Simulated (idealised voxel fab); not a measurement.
Process module in this document: voxel self aligned vias
Cross-sectional view cut (width: 215 nm; square cell size: 5 nm).
Cross-section format: a grid of square cells, given as bands from top to bottom; each band is one or more rows of cells.
What a band's entry tells you: where the top is and where the bottom is, as heights in nm, and after that what lies inside, material by material from left to right, each with its width in nm. Empty space is written as the word "air", and a single material marked with the word "all across" occupies the band from edge to edge.
Basically, 0 is our baseline, since under it the wafer straight out of the box is all one material. The bottom band has no lower end and keeps on going down, so it looks like "top 0, no bottom".
A width given as "30->40" starts at the first number in the band's top row and ends at the second number in its bottom row, shifting by an equal amount at every step from row to row.
Key: "same as before" - step with no changed cell in the cross-section.
In the "Enclosed internal voids" entry, you get each enclosed empty space of 8 cells or more, one with no open way to the top, written width x height at distance, distance from the left edge, in nm.
Read whatever lies past the settings on a step's line as the simulator's own remark about the step.
"overlay nm" denotes, for a step that has a mask, the displacement of the mask to the right of its planned place, with negative values corresponding to the left.
Process steps foreseen in the plan:
1) RECEIVE: material Si
2) CONFORMAL_DEP: material SiO2, thk nm 15
3) CONFORMAL_DEP: material SiCN, thk nm 5
4) DIRECTIONAL_DEP: material SiO2, thk nm 30
5) DIRECTIONAL_DEP: material aC, thk nm 15
6) PATTERN: tone open, mask id LINES, material resist, width nm 25, pitch nm 65, thk nm 30, overlay nm 0
7) DIRECTIONAL_ETCH: etch materials aC, depth nm 15
8) STRIP: etch materials resist
9) DIRECTIONAL_ETCH: etch materials SiO2, depth nm 30
10) STRIP: etch materials aC
11) CONFORMAL_DEP: material TiN, thk nm 5
12) FILL_DEP: material Ru, thk nm 5
13) CMP: height nm 50
14) SELECTIVE_ETCH: etch materials W Ru TiN, depth nm 5
15) FILL_DEP: material SiN, thk nm 10
16) CMP: height nm 50
17) DIRECTIONAL_DEP: material SiO2, thk nm 20
18) PATTERN: tone open, mask id VIAS, material resist, width nm 35, pitch nm 65, thk nm 15, overlay nm 0
19) DIRECTIONAL_ETCH: etch materials SiO2, depth nm 20
20) DIRECTIONAL_ETCH: etch materials SiN, depth nm 5
21) STRIP: etch materials resist
22) CONFORMAL_DEP: material TiN, thk nm 5
23) FILL_DEP: material W, thk nm 10
24) CMP: height nm 70
25) CONFORMAL_DEP: material SiCN, thk nm 5
Here's what the wafer looked like in cross-section when it arrived - that's after step 1:
> top 0, no bottom = Si all across
> Enclosed internal voids: none
As-planned run: cross-section of the first of two wafers at end of module:
> top 75, bottom 70 = SiCN all across
> top 70, bottom 55 = 25 SiO2, then 5 TiN, then 25 W, then 5 TiN, then 30 SiO2, then 5 TiN, then 25 W, then 5 TiN, then 30 SiO2, then 5 TiN, then 25 W, then 5 TiN, then 25 SiO2
> top 55, bottom 50 = 25 SiO2, then 10 TiN, then 15 W, then 10 TiN, then 30 SiO2, then 10 TiN, then 15 W, then 10 TiN, then 30 SiO2, then 10 TiN, then 15 W, then 10 TiN, then 25 SiO2
> top 50, bottom 45 = 30 SiO2, then 25 TiN, then 40 SiO2, then 25 TiN, then 40 SiO2, then 25 TiN, then 30 SiO2
> top 45, bottom 25 = 30 SiO2, then 5 TiN, then 15 Ru, then 5 TiN, then 40 SiO2, then 5 TiN, then 15 Ru, then 5 TiN, then 40 SiO2, then 5 TiN, then 15 Ru, then 5 TiN, then 30 SiO2
> top 25, bottom 20 = 30 SiO2, then 25 TiN, then 40 SiO2, then 25 TiN, then 40 SiO2, then 25 TiN, then 30 SiO2
> top 20, bottom 15 = SiCN all across
> top 15, bottom 0 = SiO2 all across
> top 0, no bottom = Si all across
> Enclosed internal voids: none
Cross-section at end of module for the second wafer of two, which matched the first in starting point and plan and differed by one mistake in its processing:
> top 75, bottom 70 = SiCN all across
> top 70, bottom 50 = 25 SiO2, then 5 TiN, then 25 W, then 5 TiN, then 30 SiO2, then 5 TiN, then 25 W, then 5 TiN, then 30 SiO2, then 5 TiN, then 25 W, then 5 TiN, then 25 SiO2
> top 50, bottom 45 = 25 SiN, then 35 TiN, then 30 SiN, then 35 TiN, then 30 SiN, then 35 TiN, then 25 SiN
> top 45, bottom 20 = 30 SiO2, then 5 TiN, then 15 Ru, then 5 TiN, then 40 SiO2, then 5 TiN, then 15 Ru, then 5 TiN, then 40 SiO2, then 5 TiN, then 15 Ru, then 5 TiN, then 30 SiO2
> top 20, bottom 15 = 30 SiO2, then 25 TiN, then 40 SiO2, then 25 TiN, then 40 SiO2, then 25 TiN, then 30 SiO2
> top 15, bottom 0 = SiO2 all across
> top 0, no bottom = Si all across
> Enclosed internal voids: none
What was the processing mistake? not run: step 3 of the plan (skipped)
Final tally in cells, some materials are higher or lower on the second wafer than on the first: 9 more of Ru, 43 fewer of SiCN, 22 more of SiN, 6 more of TiN, 6 more of W
